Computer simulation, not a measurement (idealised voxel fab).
You're looking at the process module voxel gate over fins.
It is cross-section cut that appears here, measuring 155 nm in width, its square cells being 5 nm in size.
Cross-section layout: square cells on a grid; listed as bands, top to bottom; a band spans one or more cell rows.
The band entry comprises the height of the band's top followed by the height of its bottom, expressed in nm, and subsequently the band's materials from left to right, each stated together with its width in nm. Where a single material is marked with the word "everywhere", that material fills the band from edge to edge. The word "air" represents empty space.
Below 0: as-received wafer, all one material; heights counted from there. Lowest band: no bottom, goes on down, written "top 0, no bottom".
Read "30..40" as a graded width: first number on top, second number at the bottom, same change between each pair of neighbouring rows.
When a step is marked "everything unchanged", none of the cells in the cross-section changed during that step.
"Enclosed empty spaces": empty spaces of 8 cells or more with no open way to the top, each given as width x height at distance, distance from the left edge, all in nm.
If you see something after the settings on a step's line, that's the simulator's own remark about that step.
overlay nm: right-of-plan distance of the mask on a masked step; negative values mean left-of-plan.
## Here's what the planned process steps look like
| 1 | RECEIVE, material Si |
| 2 | CONFORMAL_DEP, material SiN, thk nm 10 |
| 3 | DIRECTIONAL_DEP, material aC, thk nm 10 |
| 4 | PATTERN, tone cover, mask id FINS, material resist, width nm 15, pitch nm 35, thk nm 30, overlay nm 0 |
| 5 | DIRECTIONAL_ETCH, etch materials aC, depth nm 10 |
| 6 | STRIP, etch materials resist |
| 7 | DIRECTIONAL_ETCH, etch materials SiN, depth nm 10 |
| 8 | DIRECTIONAL_ETCH, etch materials Si, depth nm 40 |
| 9 | STRIP, etch materials aC |
| 10 | FILL_DEP, material SiO2, thk nm 10 |
| 11 | CMP, height nm 10 |
| 12 | SELECTIVE_ETCH, etch materials SiO2, depth nm 20 |
| 13 | STRIP, etch materials SiN |
| 14 | CONFORMAL_DEP, material HfO2, thk nm 5 |
| 15 | CONFORMAL_DEP, material TiN, thk nm 5 |
| 16 | CONFORMAL_DEP, material TiAl, thk nm 5 |
| 17 | CONFORMAL_DEP, material TiN, thk nm 5 |
| 18 | FILL_DEP, material W, thk nm 15 |
| 19 | CMP, height nm 30 |
| 20 | CONFORMAL_DEP, material SiN, thk nm 5 |
## As-received state of the wafer in cross-section, equivalent to post-step 1
  top 0, no bottom = Si everywhere
  Enclosed empty spaces: none
## Result of the module, cross-sectioned: start per above, plan per above, one error in how it was run
  top 35, bottom 30 = SiN everywhere
  top 30, bottom 15 = W everywhere
  top 15, bottom 10 = W 20; TiN 115; W 20
  top 10, bottom 5 = W 20; TiN 5; TiAl 105; TiN 5; W 20
  top 5, bottom 0 = TiN 25; TiAl 5; HfO2 25; TiAl 10; HfO2 25; TiAl 10; HfO2 25; TiAl 5; TiN 25
  top 0, bottom -5 = TiAl 30; HfO2 5; Si 15; HfO2 5; TiAl 10; HfO2 5; Si 15; HfO2 5; TiAl 10; HfO2 5; Si 15; HfO2 5; TiAl 30
  top -5, bottom -10 = HfO2 35; Si 15; HfO2 20; Si 15; HfO2 20; Si 15; HfO2 35
  top -10, bottom -40 = SiO2 35; Si 15; SiO2 20; Si 15; SiO2 20; Si 15; SiO2 35
  top -40, no bottom = Si everywhere
  Enclosed empty spaces: none
Which mistake was made when the wafer was run? plan step 15 never ran because it was skipped
